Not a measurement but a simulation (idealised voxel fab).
Herein follows the process module entitled voxel self aligned vias.
It is cross-section cut that appears here, measuring 235 nm in width, its square cells being 5 nm in size.
Cross-section = grid of square cells, listed top down in bands; band = one or more rows. Band: top height; bottom height; in nm. Then, left to right: material with width in nm, for each material. "edge to edge": a single material spanning edge to edge. "blank": empty space. Basically, 0 is our baseline, since under it the wafer straight out of the box is all one material. The bottom band has no lower end and keeps on going down, so it looks like "0..down". It should be noted that a width expressed as "30->40" varies in equal increments from row to row of cells within the band, taking the value of the first number at the top row and that of the second number at the bottom row. Given "no alteration" for a step, no cell of the cross-section differs between before and after that step. Entry "Enclosed internal voids". Content: empty spaces with no open connection to the top, size 8 cells or greater. Each: width x height at distance. Distance: from left edge. Unit: nm. Formally, on a step line, whatever follows the settings is a remark that the simulator itself makes on the step. The "overlay nm" setting may appear on a step's line; for a step that uses a mask, it gives how far to the right of its planned position the mask lay, and a negative value indicates the left.

Process steps (planned)
1) RECEIVE,material Si
2) CONFORMAL_DEP,material SiO2,thk nm 10
3) CONFORMAL_DEP,material SiCN,thk nm 5
4) DIRECTIONAL_DEP,material lowk,thk nm 20
5) PATTERN,tone open,mask id LINES,material resist,width nm 25,pitch nm 65,thk nm 15,overlay nm 0
6) DIRECTIONAL_ETCH,etch materials lowk,depth nm 20
7) STRIP,etch materials resist
8) CONFORMAL_DEP,material TiN,thk nm 5
9) FILL_DEP,material Ru,thk nm 5
10) CMP,height nm 35
11) SELECTIVE_ETCH,etch materials W Ru TiN,depth nm 10
12) FILL_DEP,material SiN,thk nm 10
13) CMP,height nm 35
14) DIRECTIONAL_DEP,material lowk,thk nm 20
15) DIRECTIONAL_DEP,material aC,thk nm 10
16) PATTERN,tone open,mask id VIAS,material resist,width nm 25,thk nm 30,overlay nm 0
17) DIRECTIONAL_ETCH,etch materials aC,depth nm 10
18) STRIP,etch materials resist
19) DIRECTIONAL_ETCH,etch materials lowk,depth nm 20
20) DIRECTIONAL_ETCH,etch materials SiN,depth nm 10
21) STRIP,etch materials aC
22) CONFORMAL_DEP,material TiN,thk nm 5
23) FILL_DEP,material W,thk nm 10
24) CMP,height nm 55
25) CONFORMAL_DEP,material SiN,thk nm 5
The plan's step 16 width nm is the first wafer's value; the wafers differ in this setting and start identical.

Received wafers, first of several: cross-section after step 1
	0..down = Si edge to edge
	Enclosed internal voids: none

Cross-section of the first of several wafers, taken after step 25, where the module ends
	60..55 = SiN edge to edge
	55..35 = lowk=70; TiN=5; W=15; TiN=5; lowk=140
	35..30 = lowk=70; TiN=5; W=15; TiN=5; lowk=40; SiN=25; lowk=75
	30..25 = lowk=70; TiN=25; lowk=40; SiN=25; lowk=75
	25..20 = lowk=70; TiN=5; Ru=15; TiN=5; lowk=40; TiN=5; Ru=15; TiN=5; lowk=75
	20..15 = lowk=70; TiN=25; lowk=40; TiN=25; lowk=75
	15..10 = SiCN edge to edge
	10..0 = SiO2 edge to edge
	0..down = Si edge to edge
	Enclosed internal voids: none

Cross-sectional depiction of the last of several wafers upon completion of the module
	60..55 = SiN edge to edge
	55..40 = lowk=60; TiN=5; W=40; TiN=5; lowk=125
	40..35 = lowk=60; TiN=15; W=15; TiN=20; lowk=125
	35..30 = lowk=70; TiN=5; W=15; TiN=5; lowk=40; SiN=25; lowk=75
	30..25 = lowk=70; TiN=25; lowk=40; SiN=25; lowk=75
	25..20 = lowk=70; TiN=5; Ru=15; TiN=5; lowk=40; TiN=5; Ru=15; TiN=5; lowk=75
	20..15 = lowk=70; TiN=25; lowk=40; TiN=25; lowk=75
	15..10 = SiCN edge to edge
	10..0 = SiO2 edge to edge
	0..down = Si edge to edge
	Enclosed internal voids: none

Wafer rows, end of module: cells per material gained (+) or lost (-) since receipt; closed voids last
width nm 25 | +6 Ru | +47 SiCN | +57 SiN | +94 SiO2 | +29 TiN | +15 W | +316 lowk | Enclosed internal voids: none
width nm 30 | +6 Ru | +47 SiCN | +57 SiN | +94 SiO2 | +30 TiN | +18 W | +312 lowk | Enclosed internal voids: none
width nm 35 | +6 Ru | +47 SiCN | +57 SiN | +94 SiO2 | +31 TiN | +21 W | +308 lowk | Enclosed internal voids: none
width nm 40 | +6 Ru | +47 SiCN | +57 SiN | +94 SiO2 | +32 TiN | +24 W | +304 lowk | Enclosed internal voids: none
width nm 45 | +6 Ru | +47 SiCN | +57 SiN | +94 SiO2 | +33 TiN | +27 W | +300 lowk | Enclosed internal voids: none
width nm 50 | +6 Ru | +47 SiCN | +57 SiN | +94 SiO2 | +34 TiN | +30 W | +296 lowk | Enclosed internal voids: none
